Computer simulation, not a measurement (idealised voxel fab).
process module | voxel air gaps
cross-section cut | 240 nm wide | cells 5 nm
A cross-section is a grid of square cells, given in bands from the top down. A band is one or more rows of cells.
Each band's line starts with the height of the band's top and of its bottom, in nm. Then come its materials from left to right, each with its width in nm. One material with "throughout" fills the band from edge to edge. "air" is empty space.
Height 0 is the level under which the wafer as received is all one material. The lowest band goes on downwards, as in "0 down".
A width such as "30 to 40" changes by the same amount from each row of cells to the next, from the band's top row to its bottom row.
"no change" after a step means that no cell of the cross-section changed.
closed voids: empty space of 8 cells or more with no open way to the top, each as width x height at its distance from the left edge, in nm
after a step's settings: what the simulator itself notes on the step
overlay nm, on a step with a mask: how far to the right of its planned place the mask lay; to the left if negative
plan
1 op RECEIVE | material Si
2 op CONFORMAL_DEP | material SiO2 | thk nm 15
3 op CONFORMAL_DEP | material SiN | thk nm 5
4 op DIRECTIONAL_DEP | material SiO2 | thk nm 35
5 op DIRECTIONAL_DEP | material aC | thk nm 15
6 op PATTERN | tone open | mask id LINES | material resist | width nm 20 | pitch nm 45 | thk nm 35 | overlay nm -15
7 op DIRECTIONAL_ETCH | etch materials aC | depth nm 15
8 op STRIP | etch materials resist
9 op DIRECTIONAL_ETCH | etch materials SiO2 | depth nm 35
10 op STRIP | etch materials aC
11 op CONFORMAL_DEP | material TiN | thk nm 5
12 op FILL_DEP | material Cu | thk nm 5
13 op CMP | height nm 55
14 op EPI | material Ru | thk nm 10
15 op SELECTIVE_ETCH | etch materials SiO2 | depth nm 45
16 op CONFORMAL_DEP | material SiCN | thk nm 5
varied across the wafers: overlay nm of step 6. The plan shows the first wafer's value. All wafers start alike
first wafer as received, after step 1
  0 down: Si throughout
  closed voids: none
each wafer at the end: cells of each material gained (+) or lost (-) since it was received, then its closed voids
overlay nm -15 | +48 Cu | +64 Ru | +140 SiCN | +48 SiN | +144 SiO2 | +64 TiN | closed voids: 15 x 25 at 50; 15 x 25 at 95; 15 x 25 at 140
overlay nm -10 | +48 Cu | +64 Ru | +140 SiCN | +48 SiN | +144 SiO2 | +64 TiN | closed voids: 15 x 25 at 55; 15 x 25 at 100; 15 x 25 at 145
overlay nm -5 | +48 Cu | +64 Ru | +140 SiCN | +48 SiN | +144 SiO2 | +64 TiN | closed voids: 15 x 25 at 60; 15 x 25 at 105; 15 x 25 at 150
overlay nm 0 | +48 Cu | +64 Ru | +140 SiCN | +48 SiN | +144 SiO2 | +64 TiN | closed voids: 15 x 25 at 65; 15 x 25 at 110; 15 x 25 at 155
overlay nm 5 | +48 Cu | +64 Ru | +140 SiCN | +48 SiN | +144 SiO2 | +64 TiN | closed voids: 15 x 25 at 70; 15 x 25 at 115; 15 x 25 at 160
overlay nm 10 | +48 Cu | +64 Ru | +140 SiCN | +48 SiN | +144 SiO2 | +64 TiN | closed voids: 15 x 25 at 75; 15 x 25 at 120; 15 x 25 at 165
overlay nm 15 | +48 Cu | +64 Ru | +140 SiCN | +48 SiN | +144 SiO2 | +64 TiN | closed voids: 15 x 25 at 80; 15 x 25 at 125; 15 x 25 at 170
